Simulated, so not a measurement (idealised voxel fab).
You're looking at the process module voxel capacitor over wiring.
Square cells of 5 nm make up the cross-section cut, whose width is 230 nm.
Cross-section, as written here: a square-cell grid given band by band from the top down, where a band holds one or more rows of cells. The entry gives the band's vertical extent as a top height and a bottom height in nm, then its horizontal make-up as materials from left to right, each with a width in nm. "empty" stands for empty space; a single material marked "edge to edge" fills the band edge to edge. Zero point of the height axis is 0; under it, received wafer = one material. Lowest band: continues down indefinitely, "z 0 and below". The width entry "30 to 40" should be interpreted row by row: the top row of cells in the band takes the first number, the bottom row takes the second number, and the change between adjacent rows is uniform throughout. "no change occurred" for a step: no cell of the cross-section changed in that step. The label "Closed voids list" introduces a list of the empty spaces, 8 cells or larger, that have no open way up to the top; each entry in it reads width x height at distance, where the distance is taken from the left edge and all three are stated in nm. Step line, after settings: the simulator's comment on this step. overlay nm: mask right of planned place by this much (step with mask). Neg. = left.

The planned process steps are enumerated hereunder
1) RECEIVE: material Si
2) CONFORMAL_DEP: material SiO2, thk nm 10
3) CONFORMAL_DEP: material SiCN, thk nm 5
4) DIRECTIONAL_DEP: material lowk, thk nm 20
5) MASKED_ETCH: tone open, mask id METAL_1, width nm 30, pitch nm 90, etch materials lowk, depth nm 20, overlay nm 0
6) MASKED_ETCH: tone open, mask id METAL_1, width nm 30, pitch nm 90, etch materials SiCN, depth nm 5, overlay nm 0
7) CONFORMAL_DEP: material TiN, thk nm 5
8) FILL_DEP: material W, thk nm 10
9) CMP: height nm 35
10) EPI: material Ru, thk nm 5
11) FILL_DEP: material SiCN, thk nm 5
12) DIRECTIONAL_DEP: material SiO2, thk nm 15
13) MASKED_ETCH: tone open, mask id PLUG_1, width nm 15, etch materials SiO2, depth nm 15, overlay nm -15
14) MASKED_ETCH: tone open, mask id PLUG_1, width nm 15, etch materials SiCN, depth nm 5, overlay nm 0
15) EPI: material Ru, thk nm 10
16) EPI: material Ru, thk nm 10
17) DIRECTIONAL_DEP: material TiN, thk nm 5
18) DIRECTIONAL_DEP: material SiN, thk nm 5
19) DIRECTIONAL_DEP: material TiN, thk nm 5
20) PATTERN: tone cover, mask id UPPER_PLATE, material resist, width nm 65, thk nm 15, overlay nm 0
21) DIRECTIONAL_ETCH: etch materials TiN, depth nm 5
22) DIRECTIONAL_ETCH: etch materials SiN, depth nm 5
23) STRIP: etch materials resist
24) MASKED_ETCH: tone cover, mask id LOWER_PLATE, width nm 75, etch materials TiN, depth nm 5, overlay nm 0
25) FILL_DEP: material SiO2, thk nm 20
26) CMP: height nm 90
27) PATTERN: tone open, mask id PLUG_2, material resist, width nm 15, thk nm 20, overlay nm 0
28) DIRECTIONAL_ETCH: etch materials SiO2, depth nm 15
29) STRIP: etch materials resist
30) CONFORMAL_DEP: material TiN, thk nm 5
31) FILL_DEP: material Ru, thk nm 10
32) CMP: height nm 90
33) CONFORMAL_DEP: material SiN, thk nm 5
The plan shows the overlay nm of step 13 as the first wafer had it; this setting differs between the wafers, which start out alike.

Incoming state of the first of several wafers in cross-section: after step 1
  z 0 and below: Si edge to edge
  Closed voids list: none

End of the module, past its last step, step 33: how the first of several wafers looks in cross-section
  z 95 to 90: SiN edge to edge
  z 90 to 80: 80 nm SiO2  5 nm TiN  5 nm Ru  5 nm TiN  135 nm SiO2
  z 80 to 70: 80 to 70 nm SiO2  15 to 65 nm TiN  135 to 95 nm SiO2
  z 70 to 65: 70 nm SiO2  65 nm SiN  95 nm SiO2
  z 65 to 60: 70 nm SiO2  70 nm TiN  90 nm SiO2
  z 60 to 50: SiO2 edge to edge
  z 50 to 45: 65 nm SiO2  5 nm TiN  160 nm SiO2
  z 45 to 40: SiCN edge to edge
  z 40 to 35: 50 nm SiCN  40 nm Ru  50 nm SiCN  40 nm Ru  50 nm SiCN
  z 35 to 15: 55 nm lowk  5 nm TiN  20 nm W  5 nm TiN  60 nm lowk  5 nm TiN  20 nm W  5 nm TiN  55 nm lowk
  z 15 to 10: 55 nm SiCN  30 nm TiN  60 nm SiCN  30 nm TiN  55 nm SiCN
  z 10 to 0: SiO2 edge to edge
  z 0 and below: Si edge to edge
  Closed voids list: none

End of module, last wafer sectioned
  z 95 to 90: SiN edge to edge
  z 90 to 80: 80 nm SiO2  5 nm TiN  5 nm Ru  5 nm TiN  135 nm SiO2
  z 80 to 75: 80 nm SiO2  15 nm TiN  135 nm SiO2
  z 75 to 70: 70 nm SiO2  15 nm TiN  15 nm SiO2  35 nm TiN  95 nm SiO2
  z 70 to 65: 70 nm SiO2  15 nm SiN  15 nm SiO2  35 nm SiN  95 nm SiO2
  z 65 to 60: 65 nm SiO2  20 nm TiN  15 nm SiO2  40 nm TiN  90 nm SiO2
  z 60 to 55: 85 nm SiO2  15 nm TiN  130 nm SiO2
  z 55 to 50: 85 nm SiO2  15 nm SiN  130 nm SiO2
  z 50 to 45: 85 nm SiO2  15 nm TiN  130 nm SiO2
  z 45 to 40: SiCN edge to edge
  z 40 to 35: 50 nm SiCN  40 nm Ru  50 nm SiCN  40 nm Ru  50 nm SiCN
  z 35 to 15: 55 nm lowk  5 nm TiN  20 nm W  5 nm TiN  60 nm lowk  5 nm TiN  20 nm W  5 nm TiN  55 nm lowk
  z 15 to 10: 55 nm SiCN  30 nm TiN  60 nm SiCN  30 nm TiN  55 nm SiCN
  z 10 to 0: SiO2 edge to edge
  z 0 and below: Si edge to edge
  Closed voids list: none

wafer rows; end of module; cells per material since receipt: (+) gained, (-) lost; then closed voids
overlay nm -15, +18 Ru, +110 SiCN, +59 SiN, +456 SiO2, +63 TiN, +32 W, +136 lowk, Closed voids list: none
overlay nm -10, +28 Ru, +109 SiCN, +59 SiN, +447 SiO2, +63 TiN, +32 W, +136 lowk, Closed voids list: none
overlay nm -5, +29 Ru, +108 SiCN, +59 SiN, +447 SiO2, +63 TiN, +32 W, +136 lowk, Closed voids list: none
overlay nm 0, +30 Ru, +107 SiCN, +59 SiN, +447 SiO2, +63 TiN, +32 W, +136 lowk, Closed voids list: none
overlay nm 5, +29 Ru, +108 SiCN, +59 SiN, +447 SiO2, +63 TiN, +32 W, +136 lowk, Closed voids list: none
overlay nm 10, +28 Ru, +109 SiCN, +59 SiN, +447 SiO2, +63 TiN, +32 W, +136 lowk, Closed voids list: none
overlay nm 15, +18 Ru, +110 SiCN, +59 SiN, +456 SiO2, +63 TiN, +32 W, +136 lowk, Closed voids list: none
